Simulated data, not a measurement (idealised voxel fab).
process module | voxel spacer lines
cross-section cut | 225 nm wide | cells 5 nm
A cross-section is a grid of square cells, given in bands from the top down. A band is one or more rows of cells.
Each band's line starts with the height of the band's top and of its bottom, in nm. Then come its materials from left to right, each with its width in nm. One material with "throughout" fills the band from edge to edge. "air" is empty space.
Height 0 is the level under which the wafer as received is all one material. The lowest band goes on downwards, as in "0 down".
A width such as "30 to 40" changes by the same amount from each row of cells to the next, from the band's top row to its bottom row.
"no change" after a step means that no cell of the cross-section changed.
closed voids: empty space of 8 cells or more with no open way to the top, each as width x height at its distance from the left edge, in nm
after a step's settings: what the simulator itself notes on the step
overlay nm, on a step with a mask: how far to the right of its planned place the mask lay; to the left if negative
plan
1 op RECEIVE | material Si
2 op CONFORMAL_DEP | material SiO2 | thk nm 5
3 op DIRECTIONAL_DEP | material polySi | thk nm 20
4 op DIRECTIONAL_DEP | material aC | thk nm 25
5 op PATTERN | tone cover | mask id MANDREL | material resist | width nm 15 | pitch nm 60 | thk nm 30 | overlay nm -15
6 op DIRECTIONAL_ETCH | etch materials aC | depth nm 25
7 op STRIP | etch materials resist
8 op CONFORMAL_DEP | material SiN | thk nm 15
9 op DIRECTIONAL_ETCH | etch materials SiN | depth nm 15
10 op STRIP | etch materials aC
11 op DIRECTIONAL_ETCH | etch materials polySi | depth nm 20
12 op STRIP | etch materials SiN
varied across the wafers: overlay nm of step 5. The plan shows the first wafer's value. All wafers start alike
first wafer as received, after step 1
  0 down: Si throughout
  closed voids: none
each wafer at the end: cells of each material gained (+) or lost (-) since it was received, then its closed voids
overlay nm -15 | +45 SiO2 | +48 polySi | closed voids: none
overlay nm -10 | +45 SiO2 | +48 polySi | closed voids: none
overlay nm -5 | +45 SiO2 | +48 polySi | closed voids: none
overlay nm 0 | +45 SiO2 | +48 polySi | closed voids: none
overlay nm 5 | +45 SiO2 | +48 polySi | closed voids: none
overlay nm 10 | +45 SiO2 | +48 polySi | closed voids: none
overlay nm 15 | +45 SiO2 | +48 polySi | closed voids: none
